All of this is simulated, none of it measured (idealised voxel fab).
process module | voxel transistor to metal
cross-section cut | 145 nm wide | cells 5 nm
A cross-section is a grid of square cells, given in bands from the top down. A band is one or more rows of cells.
Each band's line starts with the height of the band's top and of its bottom, in nm. Then come its materials from left to right, each with its width in nm. One material with "throughout" fills the band from edge to edge. "air" is empty space.
Height 0 is the level under which the wafer as received is all one material. The lowest band goes on downwards, as in "0 down".
A width such as "30 to 40" changes by the same amount from each row of cells to the next, from the band's top row to its bottom row.
"no change" after a step means that no cell of the cross-section changed.
closed voids: empty space of 8 cells or more with no open way to the top, each as width x height at its distance from the left edge, in nm
after a step's settings: what the simulator itself notes on the step
overlay nm, on a step with a mask: how far to the right of its planned place the mask lay; to the left if negative
plan
1 op RECEIVE | material Si
2 op OXIDIZE | depth nm 5
3 op CONFORMAL_DEP | material SiN | thk nm 10
4 op PATTERN | tone cover | mask id ACTIVE | material resist | width nm 85 | thk nm 15 | overlay nm 0
5 op DIRECTIONAL_ETCH | etch materials SiN | depth nm 10
6 op DIRECTIONAL_ETCH | etch materials SiO2 | depth nm 5
7 op DIRECTIONAL_ETCH | etch materials Si | depth nm 25
8 op STRIP | etch materials resist
9 op FILL_DEP | material SiO2 | thk nm 5
10 op CMP | height nm 10
11 op SELECTIVE_ETCH | etch materials SiO2 | depth nm 5
12 op STRIP | etch materials SiN
13 op SELECTIVE_ETCH | etch materials SiO2 | depth nm 5
14 op OXIDIZE | depth nm 5
15 op DIRECTIONAL_DEP | material polySi | thk nm 25
16 op DIRECTIONAL_DEP | material SiCN | thk nm 15
17 op MASKED_ETCH | tone cover | mask id GATE | width nm 15 | etch materials SiCN | depth nm 25 | overlay nm 0
18 op MASKED_ETCH | tone cover | mask id GATE | width nm 15 | etch materials polySi | depth nm 35 | overlay nm 0
19 op CONFORMAL_DEP | material SiO2 | thk nm 5
20 op DIRECTIONAL_ETCH | etch materials SiO2 | depth nm 5
21 op CONFORMAL_DEP | material SiN | thk nm 10
22 op DIRECTIONAL_ETCH | etch materials SiN | depth nm 10
23 op DIRECTIONAL_ETCH | etch materials SiO2 | depth nm 5
24 op DIRECTIONAL_ETCH | etch materials Si | depth nm 5
25 op EPI | material SiGe | thk nm 5
26 op FILL_DEP | material SiO2 | thk nm 10
27 op CMP | height nm 35
28 op DIRECTIONAL_DEP | material SiO2 | thk nm 15
29 op PATTERN | tone open | mask id CONTACT | material resist | width nm 25 | pitch nm 50 | thk nm 15 | overlay nm 0
30 op DIRECTIONAL_ETCH | etch materials SiO2 | depth nm 55
31 op STRIP | etch materials resist
32 op CONFORMAL_DEP | material TiN | thk nm 5
33 op FILL_DEP | material W | thk nm 5
34 op CMP | height nm 50
35 op DIRECTIONAL_DEP | material TiN | thk nm 5
36 op DIRECTIONAL_DEP | material W | thk nm 25
37 op MASKED_ETCH | tone cover | mask id METAL_1 | width nm 15 | pitch nm 60 | etch materials W | depth nm 25 | overlay nm 0
38 op MASKED_ETCH | tone cover | mask id METAL_1 | width nm 15 | pitch nm 60 | etch materials TiN | depth nm 5 | overlay nm 0
39 op CONFORMAL_DEP | material SiCN | thk nm 5
40 op FILL_DEP | material SiO2 | thk nm 10
41 op CMP | height nm 80
42 op CONFORMAL_DEP | material SiCN | thk nm 5
as received, after step 1
  0 down: Si throughout
  closed voids: none
a wafer at the end: this start, this plan, one mistake
  85 to 80: SiCN throughout
  80 to 55: SiO2 30 | SiCN 5 | W 15 | SiCN 5 | SiO2 35 | SiCN 5 | W 15 | SiCN 5 | SiO2 30
  55 to 50: SiCN 35 | TiN 15 | SiCN 45 | TiN 15 | SiCN 35
  50 to 40: SiO2 40 | TiN 5 | W 10 | TiN 5 | SiO2 30 | TiN 5 | W 10 | TiN 5 | SiO2 35
  40 to 35: SiO2 40 | TiN 20 | SiO2 30 | TiN 10 | W 5 | TiN 5 | SiO2 35
  35 to 20: SiO2 40 | TiN 10 | SiN 10 | SiO2 5 | SiCN 15 | SiO2 5 | SiN 10 | TiN 5 | W 5 | TiN 5 | SiO2 35
  20 to 5: SiO2 40 | TiN 10 | SiN 10 | SiO2 5 | polySi 15 | SiO2 5 | SiN 10 | TiN 5 | W 5 | TiN 5 | SiO2 35
  5 to 0: SiO2 40 | TiN 10 | SiN 10 | SiO2 5 | polySi 15 | SiO2 5 | SiN 10 | TiN 15 | SiO2 35
  0 to -5: SiO2 30 | SiN 10 | TiN 10 | SiN 10 | SiO2 5 | polySi 15 | SiO2 5 | SiN 10 | TiN 10 | SiN 10 | SiO2 30
  -5 to -10: SiO2 40 | SiGe 10 | SiO2 45 | SiGe 10 | SiO2 40
  -10 to -15: SiO2 30 | Si 10 | SiGe 10 | Si 45 | SiGe 10 | Si 10 | SiO2 30
  -15 to -30: SiO2 30 | Si 85 | SiO2 30
  -30 down: Si throughout
  closed voids: none
what went wrong: step 29 ran as: op PATTERN | tone open | mask id CONTACT | material resist | width nm 20 | pitch nm 50 | thk nm 15 | overlay nm 0
